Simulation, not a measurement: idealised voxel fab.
process module | voxel self aligned vias
cross-section cut | 295 nm wide | cells 5 nm
A cross-section is a grid of square cells, given in bands from the top down. A band is one or more rows of cells.
Each band's line starts with the height of the band's top and of its bottom, in nm. Then come its materials from left to right, each with its width in nm. One material with "throughout" fills the band from edge to edge. "air" is empty space.
Height 0 is the level under which the wafer as received is all one material. The lowest band goes on downwards, as in "0 down".
A width such as "30 to 40" changes by the same amount from each row of cells to the next, from the band's top row to its bottom row.
"no change" after a step means that no cell of the cross-section changed.
closed voids: empty space of 8 cells or more with no open way to the top, each as width x height at its distance from the left edge, in nm
after a step's settings: what the simulator itself notes on the step
overlay nm, on a step with a mask: how far to the right of its planned place the mask lay; to the left if negative
plan
1 op RECEIVE | material Si
2 op CONFORMAL_DEP | material SiO2 | thk nm 15
3 op CONFORMAL_DEP | material SiCN | thk nm 5
4 op DIRECTIONAL_DEP | material SiO2 | thk nm 30
5 op PATTERN | tone open | mask id LINES | material resist | width nm 25 | pitch nm 60 | thk nm 20 | overlay nm 0
6 op DIRECTIONAL_ETCH | etch materials SiO2 | depth nm 30
7 op STRIP | etch materials resist
8 op CONFORMAL_DEP | material TiN | thk nm 5
9 op FILL_DEP | material W | thk nm 10
10 op CMP | height nm 50
11 op SELECTIVE_ETCH | etch materials W Ru TiN | depth nm 5
12 op FILL_DEP | material SiN | thk nm 10
13 op CMP | height nm 50
14 op DIRECTIONAL_DEP | material SiO2 | thk nm 15
15 op DIRECTIONAL_DEP | material aC | thk nm 15
16 op PATTERN | tone open | mask id VIAS | material resist | width nm 35 | pitch nm 60 | thk nm 30 | overlay nm 0
17 op DIRECTIONAL_ETCH | etch materials aC | depth nm 15
18 op STRIP | etch materials resist
19 op DIRECTIONAL_ETCH | etch materials SiO2 | depth nm 15
20 op DIRECTIONAL_ETCH | etch materials SiN | depth nm 5
21 op STRIP | etch materials aC
22 op CONFORMAL_DEP | material TiN | thk nm 5
23 op FILL_DEP | material Cu | thk nm 10
24 op CMP | height nm 65
25 op CONFORMAL_DEP | material SiN | thk nm 5
first wafer, as planned
as received, after step 1
  0 down: Si throughout
  closed voids: none
after step 2
  15 to 0: SiO2 throughout
  below 0: unchanged
after step 3
  20 to 15: SiCN throughout
  below 15: unchanged
after step 4
  50 to 20: SiO2 throughout
  below 20: unchanged
after step 5
  70 to 50: resist 75 | air 25 | resist 35 | air 25 | resist 35 | air 25 | resist 75
  below 50: unchanged
after step 6
  70 to 50: resist 75 | air 25 | resist 35 | air 25 | resist 35 | air 25 | resist 75
  50 to 20: SiO2 75 | air 25 | SiO2 35 | air 25 | SiO2 35 | air 25 | SiO2 75
  below 20: unchanged
after step 7
  50 to 20: SiO2 75 | air 25 | SiO2 35 | air 25 | SiO2 35 | air 25 | SiO2 75
  below 20: unchanged
after step 8
  55 to 50: TiN 80 | air 15 | TiN 45 | air 15 | TiN 45 | air 15 | TiN 80
  50 to 25: SiO2 75 | TiN 5 | air 15 | TiN 5 | SiO2 35 | TiN 5 | air 15 | TiN 5 | SiO2 35 | TiN 5 | air 15 | TiN 5 | SiO2 75
  25 to 20: SiO2 75 | TiN 25 | SiO2 35 | TiN 25 | SiO2 35 | TiN 25 | SiO2 75
  below 20: unchanged
after step 9
  65 to 55: W throughout
  55 to 50: TiN 80 | W 15 | TiN 45 | W 15 | TiN 45 | W 15 | TiN 80
  50 to 25: SiO2 75 | TiN 5 | W 15 | TiN 5 | SiO2 35 | TiN 5 | W 15 | TiN 5 | SiO2 35 | TiN 5 | W 15 | TiN 5 | SiO2 75
  below 25: unchanged
after step 10
  50 to 25: SiO2 75 | TiN 5 | W 15 | TiN 5 | SiO2 35 | TiN 5 | W 15 | TiN 5 | SiO2 35 | TiN 5 | W 15 | TiN 5 | SiO2 75
  below 25: unchanged
after step 11
  50 to 45: SiO2 75 | air 25 | SiO2 35 | air 25 | SiO2 35 | air 25 | SiO2 75
  below 45: unchanged
after step 12
  60 to 50: SiN throughout
  50 to 45: SiO2 75 | SiN 25 | SiO2 35 | SiN 25 | SiO2 35 | SiN 25 | SiO2 75
  below 45: unchanged
after step 13
  50 to 45: SiO2 75 | SiN 25 | SiO2 35 | SiN 25 | SiO2 35 | SiN 25 | SiO2 75
  below 45: unchanged
after step 14
  65 to 50: SiO2 throughout
  below 50: unchanged
after step 15
  80 to 65: aC throughout
  below 65: unchanged
after step 16
  110 to 80: resist 70 | air 35 | resist 25 | air 35 | resist 25 | air 35 | resist 70
  below 80: unchanged
after step 17
  95 to 80: resist 70 | air 35 | resist 25 | air 35 | resist 25 | air 35 | resist 70
  80 to 65: aC 70 | air 35 | aC 25 | air 35 | aC 25 | air 35 | aC 70
  below 65: unchanged
after step 18
  80 to 65: aC 70 | air 35 | aC 25 | air 35 | aC 25 | air 35 | aC 70
  below 65: unchanged
after step 19
  80 to 65: aC 70 | air 35 | aC 25 | air 35 | aC 25 | air 35 | aC 70
  65 to 50: SiO2 70 | air 35 | SiO2 25 | air 35 | SiO2 25 | air 35 | SiO2 70
  below 50: unchanged
after step 20
  80 to 65: aC 70 | air 35 | aC 25 | air 35 | aC 25 | air 35 | aC 70
  65 to 50: SiO2 70 | air 35 | SiO2 25 | air 35 | SiO2 25 | air 35 | SiO2 70
  50 to 45: SiO2 75 | air 25 | SiO2 35 | air 25 | SiO2 35 | air 25 | SiO2 75
  below 45: unchanged
after step 21
  65 to 50: SiO2 70 | air 35 | SiO2 25 | air 35 | SiO2 25 | air 35 | SiO2 70
  below 50: unchanged
after step 22
  70 to 65: TiN 75 | air 25 | TiN 35 | air 25 | TiN 35 | air 25 | TiN 75
  65 to 55: SiO2 70 | TiN 5 | air 25 | TiN 5 | SiO2 25 | TiN 5 | air 25 | TiN 5 | SiO2 25 | TiN 5 | air 25 | TiN 5 | SiO2 70
  55 to 50: SiO2 70 | TiN 10 | air 15 | TiN 10 | SiO2 25 | TiN 10 | air 15 | TiN 10 | SiO2 25 | TiN 10 | air 15 | TiN 10 | SiO2 70
  50 to 45: SiO2 75 | TiN 25 | SiO2 35 | TiN 25 | SiO2 35 | TiN 25 | SiO2 75
  below 45: unchanged
after step 23
  80 to 70: Cu throughout
  70 to 65: TiN 75 | Cu 25 | TiN 35 | Cu 25 | TiN 35 | Cu 25 | TiN 75
  65 to 55: SiO2 70 | TiN 5 | Cu 25 | TiN 5 | SiO2 25 | TiN 5 | Cu 25 | TiN 5 | SiO2 25 | TiN 5 | Cu 25 | TiN 5 | SiO2 70
  55 to 50: SiO2 70 | TiN 10 | Cu 15 | TiN 10 | SiO2 25 | TiN 10 | Cu 15 | TiN 10 | SiO2 25 | TiN 10 | Cu 15 | TiN 10 | SiO2 70
  below 50: unchanged
after step 24
  65 to 55: SiO2 70 | TiN 5 | Cu 25 | TiN 5 | SiO2 25 | TiN 5 | Cu 25 | TiN 5 | SiO2 25 | TiN 5 | Cu 25 | TiN 5 | SiO2 70
  below 55: unchanged
after step 25
  70 to 65: SiN throughout
  below 65: unchanged
second wafer: like start, like plan, one mistake. Through step 4 it matches the first wafer
when step 5 should have ended
  70 to 50: resist 75 | air 30 | resist 30 | air 30 | resist 30 | air 30 | resist 70
  below 50: unchanged
when step 6 should have ended
  70 to 50: resist 75 | air 30 | resist 30 | air 30 | resist 30 | air 30 | resist 70
  50 to 20: SiO2 75 | air 30 | SiO2 30 | air 30 | SiO2 30 | air 30 | SiO2 70
  below 20: unchanged
when step 7 should have ended
  50 to 20: SiO2 75 | air 30 | SiO2 30 | air 30 | SiO2 30 | air 30 | SiO2 70
  below 20: unchanged
when step 8 should have ended
  55 to 50: TiN 80 | air 20 | TiN 40 | air 20 | TiN 40 | air 20 | TiN 75
  50 to 25: SiO2 75 | TiN 5 | air 20 | TiN 5 | SiO2 30 | TiN 5 | air 20 | TiN 5 | SiO2 30 | TiN 5 | air 20 | TiN 5 | SiO2 70
  25 to 20: SiO2 75 | TiN 30 | SiO2 30 | TiN 30 | SiO2 30 | TiN 30 | SiO2 70
  below 20: unchanged
when step 9 should have ended
  65 to 55: W throughout
  55 to 50: TiN 80 | W 20 | TiN 40 | W 20 | TiN 40 | W 20 | TiN 75
  50 to 25: SiO2 75 | TiN 5 | W 20 | TiN 5 | SiO2 30 | TiN 5 | W 20 | TiN 5 | SiO2 30 | TiN 5 | W 20 | TiN 5 | SiO2 70
  below 25: unchanged
when step 10 should have ended
  50 to 25: SiO2 75 | TiN 5 | W 20 | TiN 5 | SiO2 30 | TiN 5 | W 20 | TiN 5 | SiO2 30 | TiN 5 | W 20 | TiN 5 | SiO2 70
  below 25: unchanged
when step 11 should have ended
  50 to 45: SiO2 75 | air 30 | SiO2 30 | air 30 | SiO2 30 | air 30 | SiO2 70
  below 45: unchanged
when step 12 should have ended
  60 to 50: SiN throughout
  50 to 45: SiO2 75 | SiN 30 | SiO2 30 | SiN 30 | SiO2 30 | SiN 30 | SiO2 70
  below 45: unchanged
when step 13 should have ended
  50 to 45: SiO2 75 | SiN 30 | SiO2 30 | SiN 30 | SiO2 30 | SiN 30 | SiO2 70
  below 45: unchanged
when step 14 should have ended
  65 to 50: SiO2 throughout
  below 50: unchanged
when step 15 should have ended
  80 to 65: aC throughout
  below 65: unchanged
when step 16 should have ended
  110 to 80: resist 70 | air 35 | resist 25 | air 35 | resist 25 | air 35 | resist 70
  below 80: unchanged
when step 17 should have ended
  95 to 80: resist 70 | air 35 | resist 25 | air 35 | resist 25 | air 35 | resist 70
  80 to 65: aC 70 | air 35 | aC 25 | air 35 | aC 25 | air 35 | aC 70
  below 65: unchanged
when step 18 should have ended
  80 to 65: aC 70 | air 35 | aC 25 | air 35 | aC 25 | air 35 | aC 70
  below 65: unchanged
when step 19 should have ended
  80 to 65: aC 70 | air 35 | aC 25 | air 35 | aC 25 | air 35 | aC 70
  65 to 50: SiO2 70 | air 35 | SiO2 25 | air 35 | SiO2 25 | air 35 | SiO2 70
  below 50: unchanged
when step 20 should have ended
  80 to 65: aC 70 | air 35 | aC 25 | air 35 | aC 25 | air 35 | aC 70
  65 to 50: SiO2 70 | air 35 | SiO2 25 | air 35 | SiO2 25 | air 35 | SiO2 70
  50 to 45: SiO2 75 | air 30 | SiO2 30 | air 30 | SiO2 30 | air 30 | SiO2 70
  below 45: unchanged
when step 21 should have ended
  65 to 50: SiO2 70 | air 35 | SiO2 25 | air 35 | SiO2 25 | air 35 | SiO2 70
  below 50: unchanged
when step 22 should have ended
  70 to 65: TiN 75 | air 25 | TiN 35 | air 25 | TiN 35 | air 25 | TiN 75
  65 to 55: SiO2 70 | TiN 5 | air 25 | TiN 5 | SiO2 25 | TiN 5 | air 25 | TiN 5 | SiO2 25 | TiN 5 | air 25 | TiN 5 | SiO2 70
  55 to 50: SiO2 70 | TiN 10 | air 20 | TiN 5 | SiO2 25 | TiN 10 | air 20 | TiN 5 | SiO2 25 | TiN 10 | air 20 | TiN 5 | SiO2 70
  50 to 45: SiO2 75 | TiN 30 | SiO2 30 | TiN 30 | SiO2 30 | TiN 30 | SiO2 70
  below 45: unchanged
when step 23 should have ended
  80 to 70: Cu throughout
  70 to 65: TiN 75 | Cu 25 | TiN 35 | Cu 25 | TiN 35 | Cu 25 | TiN 75
  65 to 55: SiO2 70 | TiN 5 | Cu 25 | TiN 5 | SiO2 25 | TiN 5 | Cu 25 | TiN 5 | SiO2 25 | TiN 5 | Cu 25 | TiN 5 | SiO2 70
  55 to 50: SiO2 70 | TiN 10 | Cu 20 | TiN 5 | SiO2 25 | TiN 10 | Cu 20 | TiN 5 | SiO2 25 | TiN 10 | Cu 20 | TiN 5 | SiO2 70
  below 50: unchanged
when step 24 should have ended
  65 to 55: SiO2 70 | TiN 5 | Cu 25 | TiN 5 | SiO2 25 | TiN 5 | Cu 25 | TiN 5 | SiO2 25 | TiN 5 | Cu 25 | TiN 5 | SiO2 70
  below 55: unchanged
when step 25 should have ended
  70 to 65: SiN throughout
  below 65: unchanged
what went wrong: step 5 ran as: op PATTERN | tone open | mask id LINES | material resist | width nm 30 | pitch nm 60 | thk nm 20 | overlay nm 0
at the end the second wafer has, in cells: 3 more of Cu | 18 fewer of SiO2 | 3 more of TiN | 12 more of W
